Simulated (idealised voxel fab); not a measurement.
Proc. module: voxel trench capacitor
We display cut, a cross-section 205 nm in width whose square cells are each 5 nm.
How to read a cross-section here: the picture is a grid of square cells, written as bands going from the top down, and any band can span one or more rows of cells. Band entry format. Leading values: height of top, height of bottom, nm. Remainder: materials in left-to-right order, each with its width in nm. Special words: "all across" on a single material, which then fills the band edge to edge; "blank", empty space. The reference from which all heights are counted is 0, the level beneath which the as-received wafer is entirely one material; the lowest band, having no lower bound, proceeds downward and is written after the example "0 and below". A two-number width, for instance "30->40", indicates that the width is equal to the first number in the top row of the band and to the second number in the bottom row, and that it changes by a constant amount per row of cells. "same as before", as given for a step, is the statement that not any cell of the cross-section underwent a change during that step. Reported under the label "Closed void register" are the empty spaces having no open way to the top and comprising 8 cells or more; the notation for each is width x height at distance, in which the distance is measured from the left edge and all three values are in nm. On each step's line, the part that comes after the settings is the simulator's own comment on the step. The setting "overlay nm" may be written on the line of a step. When the step uses a mask, the value reports how far to the right of the planned place the mask lay, and a negative value reports that it lay to the left.
### Planned step list for the process
1. op RECEIVE | material Si
2. op CONFORMAL_DEP | material SiN | thk nm 10
3. op DIRECTIONAL_DEP | material aC | thk nm 15
4. op PATTERN | tone open | mask id TRENCH | material resist | width nm 25 | pitch nm 50 | thk nm 35 | overlay nm 0
5. op DIRECTIONAL_ETCH | etch materials aC | depth nm 15
6. op STRIP | etch materials resist
7. op DIRECTIONAL_ETCH | etch materials SiN | depth nm 10
8. op DIRECTIONAL_ETCH | etch materials Si | depth nm 25
9. op STRIP | etch materials aC
10. op CONFORMAL_DEP | material SiO2 | thk nm 5
11. op FILL_DEP | material polySi | thk nm 10
12. op CMP | height nm 10
### Incoming wafer, cross-sectional view, post step 1
> 0 and below | Si all across
> Closed void register: none
### Starting structure and process plan are as shown above, but one mistake was made in running the module; the wafer cross-section at the end of the module follows
> 10 down to 0 | 35 polySi / 5 SiO2 / 25 SiN / 5 SiO2 / 15 polySi / 5 SiO2 / 25 SiN / 5 SiO2 / 15 polySi / 5 SiO2 / 25 SiN / 5 SiO2 / 35 polySi
> 0 down to -20 | 35 polySi / 5 SiO2 / 25 Si / 5 SiO2 / 15 polySi / 5 SiO2 / 25 Si / 5 SiO2 / 15 polySi / 5 SiO2 / 25 Si / 5 SiO2 / 35 polySi
> -20 down to -25 | 40 SiO2 / 25 Si / 25 SiO2 / 25 Si / 25 SiO2 / 25 Si / 40 SiO2
> -25 and below | Si all across
> Closed void register: none
Here's what went sideways: heads up, step 4 didn't go per plan, it actually ran as op PATTERN | tone cover | mask id TRENCH | material resist | width nm 25 | pitch nm 50 | thk nm 35 | overlay nm 0
